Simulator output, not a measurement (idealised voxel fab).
process module | voxel released beams
cross-section cut | 160 nm wide | cells 5 nm
A cross-section is a grid of square cells, given in bands from the top down. A band is one or more rows of cells.
Each band's line starts with the height of the band's top and of its bottom, in nm. Then come its materials from left to right, each with its width in nm. One material with "throughout" fills the band from edge to edge. "air" is empty space.
Height 0 is the level under which the wafer as received is all one material. The lowest band goes on downwards, as in "0 down".
A width such as "30 to 40" changes by the same amount from each row of cells to the next, from the band's top row to its bottom row.
"no change" after a step means that no cell of the cross-section changed.
closed voids: empty space of 8 cells or more with no open way to the top, each as width x height at its distance from the left edge, in nm
after a step's settings: what the simulator itself notes on the step
overlay nm, on a step with a mask: how far to the right of its planned place the mask lay; to the left if negative
plan
1 op RECEIVE | material Si
2 op CONFORMAL_DEP | material SiN | thk nm 10
3 op DIRECTIONAL_DEP | material SiO2 | thk nm 15
4 op PATTERN | tone open | mask id ANCHOR | material resist | width nm 40 | thk nm 20 | overlay nm 0
5 op DIRECTIONAL_ETCH | etch materials SiO2 | depth nm 15
6 op STRIP | etch materials resist
7 op CONFORMAL_DEP | material TiN | thk nm 15
8 op PATTERN | tone cover | mask id BEAM | material resist | width nm 90 | thk nm 15 | overlay nm 0
9 op DIRECTIONAL_ETCH | etch materials TiN | depth nm 15
10 op STRIP | etch materials resist
11 op STRIP | etch materials SiO2
first wafer, as planned
as received, after step 1
  0 down: Si throughout
  closed voids: none
after step 2
  10 to 0: SiN throughout
  below 0: unchanged
after step 3
  25 to 10: SiO2 throughout
  below 10: unchanged
after step 4
  45 to 25: resist 35 | air 40 | resist 85
  below 25: unchanged
after step 5
  45 to 25: resist 35 | air 40 | resist 85
  25 to 10: SiO2 35 | air 40 | SiO2 85
  below 10: unchanged
after step 6
  25 to 10: SiO2 35 | air 40 | SiO2 85
  below 10: unchanged
after step 7
  40 to 25: TiN 50 | air 10 | TiN 100
  25 to 10: SiO2 35 | TiN 40 | SiO2 85
  below 10: unchanged
after step 8
  55 to 40: air 30 | resist 90 | air 40
  40 to 25: TiN 50 | resist 10 | TiN 100
  below 25: unchanged
after step 9
  55 to 40: air 30 | resist 90 | air 40
  40 to 25: air 30 | TiN 20 | resist 10 | TiN 60 | air 40
  below 25: unchanged
after step 10
  40 to 25: air 30 | TiN 20 | air 10 | TiN 60 | air 40
  below 25: unchanged
after step 11
  40 to 25: air 30 | TiN 20 | air 10 | TiN 60 | air 40
  25 to 10: air 35 | TiN 40 | air 85
  below 10: unchanged
second wafer: like start, like plan, one mistake. Through step 1 it matches the first wafer
when step 2 should have ended
  10 to 0: TiN throughout
  below 0: unchanged
when step 3 should have ended
  25 to 10: SiO2 throughout
  below 10: unchanged
when step 4 should have ended
  45 to 25: resist 35 | air 40 | resist 85
  below 25: unchanged
when step 5 should have ended
  45 to 25: resist 35 | air 40 | resist 85
  25 to 10: SiO2 35 | air 40 | SiO2 85
  below 10: unchanged
when step 6 should have ended
  25 to 10: SiO2 35 | air 40 | SiO2 85
  below 10: unchanged
when step 7 should have ended
  40 to 25: TiN 50 | air 10 | TiN 100
  25 to 10: SiO2 35 | TiN 40 | SiO2 85
  below 10: unchanged
when step 8 should have ended
  55 to 40: air 30 | resist 90 | air 40
  40 to 25: TiN 50 | resist 10 | TiN 100
  below 25: unchanged
when step 9 should have ended
  55 to 40: air 30 | resist 90 | air 40
  40 to 25: air 30 | TiN 20 | resist 10 | TiN 60 | air 40
  below 25: unchanged
when step 10 should have ended
  40 to 25: air 30 | TiN 20 | air 10 | TiN 60 | air 40
  below 25: unchanged
when step 11 should have ended
  40 to 25: air 30 | TiN 20 | air 10 | TiN 60 | air 40
  25 to 10: air 35 | TiN 40 | air 85
  below 10: unchanged
what went wrong: step 2 ran as: op CONFORMAL_DEP | material TiN | thk nm 10
at the end the second wafer has, in cells: 64 fewer of SiN | 64 more of TiN
